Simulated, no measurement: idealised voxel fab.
Presented below is a process module, voxel ribs on slabs.
In the cross-section labelled cut, the width is 280 nm and each square cell is 5 nm.
Square cells in a grid make up a cross-section in this document, and the grid is given as bands, listed from the top down, each one or more rows of cells. Quick guide to a band line: top height, bottom height (nm) up front; then every material left to right with its width in nm. Only one material and it's marked "all across"? Then it fills the band edge to edge. And "empty" just means empty space. Heights are reckoned from 0. Under this level, the received wafer is all of one material. The bottommost band is open-ended downward, for example "0 -> down". When a width is written as two numbers, as in "30..40", the first number is the width in the top row of cells of the band and the second is the width in its bottom row, and the width changes by the same amount from each row to the next. When a step is marked "remained unchanged", none of the cells in the cross-section changed during that step. Each empty space that has no open way to the top and spans at least 8 cells appears under "Closed void entries" as width x height at distance, the distance counted from the left edge, all in nm. Past the settings on a step's line: simulator remark, on that step. overlay nm: mask right of planned place by this much (step with mask). Neg. = left.

Listed below are the process steps as planned:
- 1: RECEIVE,material Si
- 2: DIRECTIONAL_DEP,material SiO2,thk nm 25
- 3: DIRECTIONAL_DEP,material SiN,thk nm 25
- 4: DIRECTIONAL_DEP,material aC,thk nm 15
- 5: PATTERN,tone cover,mask id RIB,material resist,width nm 30,thk nm 35,overlay nm 0
- 6: DIRECTIONAL_ETCH,etch materials aC,depth nm 15
- 7: STRIP,etch materials resist
- 8: DIRECTIONAL_ETCH,etch materials SiN,depth nm 10
- 9: STRIP,etch materials aC
- 10: DIRECTIONAL_DEP,material aC,thk nm 10
- 11: PATTERN,tone cover,mask id SLAB,material resist,width nm 90,thk nm 25,overlay nm 0
- 12: DIRECTIONAL_ETCH,etch materials aC,depth nm 10
- 13: STRIP,etch materials resist
- 14: DIRECTIONAL_ETCH,etch materials SiN,depth nm 15
- 15: STRIP,etch materials aC
- 16: FILL_DEP,material SiO2,thk nm 25
- 17: CMP,height nm 65
- 18: DIRECTIONAL_DEP,material TiN,thk nm 5
- 19: DIRECTIONAL_DEP,material aC,thk nm 15
- 20: PATTERN,tone cover,mask id HEATER,material resist,width nm 40,thk nm 35,overlay nm 0
- 21: DIRECTIONAL_ETCH,etch materials aC,depth nm 15
- 22: STRIP,etch materials resist
- 23: DIRECTIONAL_ETCH,etch materials TiN,depth nm 5
- 24: STRIP,etch materials aC
- 25: CONFORMAL_DEP,material SiO2,thk nm 10

first wafer, as planned:

As-received state of the wafer in cross-section, equivalent to post-step 1:
    0 -> down: Si all across
    Closed void entries: none

The wafer, seen in cross-section, after step 2:
    25 -> 0: SiO2 all across
    Beneath the level 0, the cross-section is identical to its previous state.

The wafer, seen in cross-section, after step 3:
    50 -> 25: SiN all across
    Beneath the level 25, the cross-section is identical to its previous state.

The wafer, seen in cross-section, after step 4:
    65 -> 50: aC all across
    Beneath the level 50, the cross-section is identical to its previous state.

The wafer, seen in cross-section, after step 5:
    100 -> 65: 125 empty  30 resist  125 empty
    Beneath the level 65, the cross-section is identical to its previous state.

The wafer, seen in cross-section, after step 6:
    85 -> 65: 125 empty  30 resist  125 empty
    65 -> 50: 125 empty  30 aC  125 empty
    Beneath the level 50, the cross-section is identical to its previous state.

The wafer, seen in cross-section, after step 7:
    65 -> 50: 125 empty  30 aC  125 empty
    Beneath the level 50, the cross-section is identical to its previous state.

The wafer, seen in cross-section, after step 8:
    65 -> 50: 125 empty  30 aC  125 empty
    50 -> 40: 125 empty  30 SiN  125 empty
    Beneath the level 40, the cross-section is identical to its previous state.

The wafer, seen in cross-section, after step 9:
    50 -> 40: 125 empty  30 SiN  125 empty
    Beneath the level 40, the cross-section is identical to its previous state.

The wafer, seen in cross-section, after step 10:
    60 -> 50: 125 empty  30 aC  125 empty
    50 -> 40: 125 aC  30 SiN  125 aC
    Beneath the level 40, the cross-section is identical to its previous state.

The wafer, seen in cross-section, after step 11:
    85 -> 60: 95 empty  90 resist  95 empty
    60 -> 50: 95 empty  30 resist  30 aC  30 resist  95 empty
    Beneath the level 50, the cross-section is identical to its previous state.

The wafer, seen in cross-section, after step 12:
    75 -> 60: 95 empty  90 resist  95 empty
    60 -> 50: 95 empty  30 resist  30 aC  30 resist  95 empty
    50 -> 40: 95 empty  30 aC  30 SiN  30 aC  95 empty
    Beneath the level 40, the cross-section is identical to its previous state.

The wafer, seen in cross-section, after step 13:
    60 -> 50: 125 empty  30 aC  125 empty
    Beneath the level 50, the cross-section is identical to its previous state.

The wafer, seen in cross-section, after step 14:
    60 -> 50: 125 empty  30 aC  125 empty
    50 -> 40: 95 empty  30 aC  30 SiN  30 aC  95 empty
    40 -> 25: 95 empty  90 SiN  95 empty
    Beneath the level 25, the cross-section is identical to its previous state.

The wafer, seen in cross-section, after step 15:
    50 -> 40: 125 empty  30 SiN  125 empty
    Beneath the level 40, the cross-section is identical to its previous state.

The wafer, seen in cross-section, after step 16:
    75 -> 50: SiO2 all across
    50 -> 40: 125 SiO2  30 SiN  125 SiO2
    40 -> 25: 95 SiO2  90 SiN  95 SiO2
    Beneath the level 25, the cross-section is identical to its previous state.

The wafer, seen in cross-section, after step 17:
    65 -> 50: SiO2 all across
    Beneath the level 50, the cross-section is identical to its previous state.

The wafer, seen in cross-section, after step 18:
    70 -> 65: TiN all across
    Beneath the level 65, the cross-section is identical to its previous state.

The wafer, seen in cross-section, after step 19:
    85 -> 70: aC all across
    Beneath the level 70, the cross-section is identical to its previous state.

The wafer, seen in cross-section, after step 20:
    120 -> 85: 120 empty  40 resist  120 empty
    Beneath the level 85, the cross-section is identical to its previous state.

The wafer, seen in cross-section, after step 21:
    105 -> 85: 120 empty  40 resist  120 empty
    85 -> 70: 120 empty  40 aC  120 empty
    Beneath the level 70, the cross-section is identical to its previous state.

The wafer, seen in cross-section, after step 22:
    85 -> 70: 120 empty  40 aC  120 empty
    Beneath the level 70, the cross-section is identical to its previous state.

The wafer, seen in cross-section, after step 23:
    85 -> 70: 120 empty  40 aC  120 empty
    70 -> 65: 120 empty  40 TiN  120 empty
    Beneath the level 65, the cross-section is identical to its previous state.

The wafer, seen in cross-section, after step 24:
    70 -> 65: 120 empty  40 TiN  120 empty
    Beneath the level 65, the cross-section is identical to its previous state.

The wafer, seen in cross-section, after step 25:
    80 -> 75: 110 empty  60 SiO2  110 empty
    75 -> 70: SiO2 all across
    70 -> 65: 120 SiO2  40 TiN  120 SiO2
    Beneath the level 65, the cross-section is identical to its previous state.

The Second Wafer: Common Origin and Plan, One Mistake in Execution, Identical to the First Through Step 24:

Cross-section of the second wafer at the time step 25 of the plan should have ended: remained unchanged
Nonconformance to the process plan: step 25 of the plan was omitted and not executed
at the end the second wafer has, in cells: 116 fewer of SiO2
